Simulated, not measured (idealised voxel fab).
process module | voxel gate over fins
cross-section cut | 165 nm wide | cells 5 nm
A cross-section is a grid of square cells, given in bands from the top down. A band is one or more rows of cells.
Each band's line starts with the height of the band's top and of its bottom, in nm. Then come its materials from left to right, each with its width in nm. One material with "throughout" fills the band from edge to edge. "air" is empty space.
Height 0 is the level under which the wafer as received is all one material. The lowest band goes on downwards, as in "0 down".
A width such as "30 to 40" changes by the same amount from each row of cells to the next, from the band's top row to its bottom row.
"no change" after a step means that no cell of the cross-section changed.
closed voids: empty space of 8 cells or more with no open way to the top, each as width x height at its distance from the left edge, in nm
after a step's settings: what the simulator itself notes on the step
overlay nm, on a step with a mask: how far to the right of its planned place the mask lay; to the left if negative
plan
1 op RECEIVE | material Si
2 op CONFORMAL_DEP | material SiN | thk nm 5
3 op MASKED_ETCH | tone cover | mask id FINS | width nm 15 | pitch nm 35 | etch materials SiN | depth nm 10 | overlay nm 0
4 op MASKED_ETCH | tone cover | mask id FINS | width nm 15 | pitch nm 35 | etch materials Si | depth nm 30 | overlay nm 0
5 op OXIDIZE | depth nm 5
6 op FILL_DEP | material SiO2 | thk nm 5
7 op CMP | height nm 10
8 op SELECTIVE_ETCH | etch materials SiO2 | depth nm 20
9 op STRIP | etch materials SiN
10 op CONFORMAL_DEP | material HfO2 | thk nm 5
11 op CONFORMAL_DEP | material TiN | thk nm 5
12 op FILL_DEP | material W | thk nm 10
13 op CMP | height nm 15
14 op CONFORMAL_DEP | material SiN | thk nm 10
varied across the wafers: thk nm of step 2. The plan shows the first wafer's value. All wafers start alike
first wafer as received, after step 1
  0 down: Si throughout
  closed voids: none
first wafer at the end, after step 14
  25 to 15: SiN throughout
  15 to 10: W throughout
  10 to 5: W 35 | TiN 25 | W 10 | TiN 25 | W 10 | TiN 25 | W 35
  5 to 0: W 35 | TiN 5 | HfO2 15 | TiN 5 | W 10 | TiN 5 | HfO2 15 | TiN 5 | W 10 | TiN 5 | HfO2 15 | TiN 5 | W 35
  0 to -5: TiN 40 | HfO2 5 | Si 5 | HfO2 5 | TiN 20 | HfO2 5 | Si 5 | HfO2 5 | TiN 20 | HfO2 5 | Si 5 | HfO2 5 | TiN 40
  -5 to -10: HfO2 45 | Si 5 | HfO2 30 | Si 5 | HfO2 30 | Si 5 | HfO2 45
  -10 to -35: SiO2 45 | Si 5 | SiO2 30 | Si 5 | SiO2 30 | Si 5 | SiO2 45
  -35 down: Si throughout
  closed voids: none
last wafer at the end
  25 to 15: SiN throughout
  15 to 10: W throughout
  10 to 5: TiN throughout
  5 to 0: HfO2 throughout
  0 down: Si throughout
  closed voids: none
each wafer at the end: cells of each material gained (+) or lost (-) since it was received, then its closed voids
thk nm 5 | +45 HfO2 | -210 Si | +66 SiN | +150 SiO2 | +45 TiN | +69 W | closed voids: none
thk nm 10 | +45 HfO2 | -210 Si | +66 SiN | +150 SiO2 | +45 TiN | +69 W | closed voids: none
thk nm 15 | +33 HfO2 | +66 SiN | +33 TiN | +33 W | closed voids: none
thk nm 20 | +33 HfO2 | +66 SiN | +33 TiN | +33 W | closed voids: none
thk nm 25 | +33 HfO2 | +66 SiN | +33 TiN | +33 W | closed voids: none
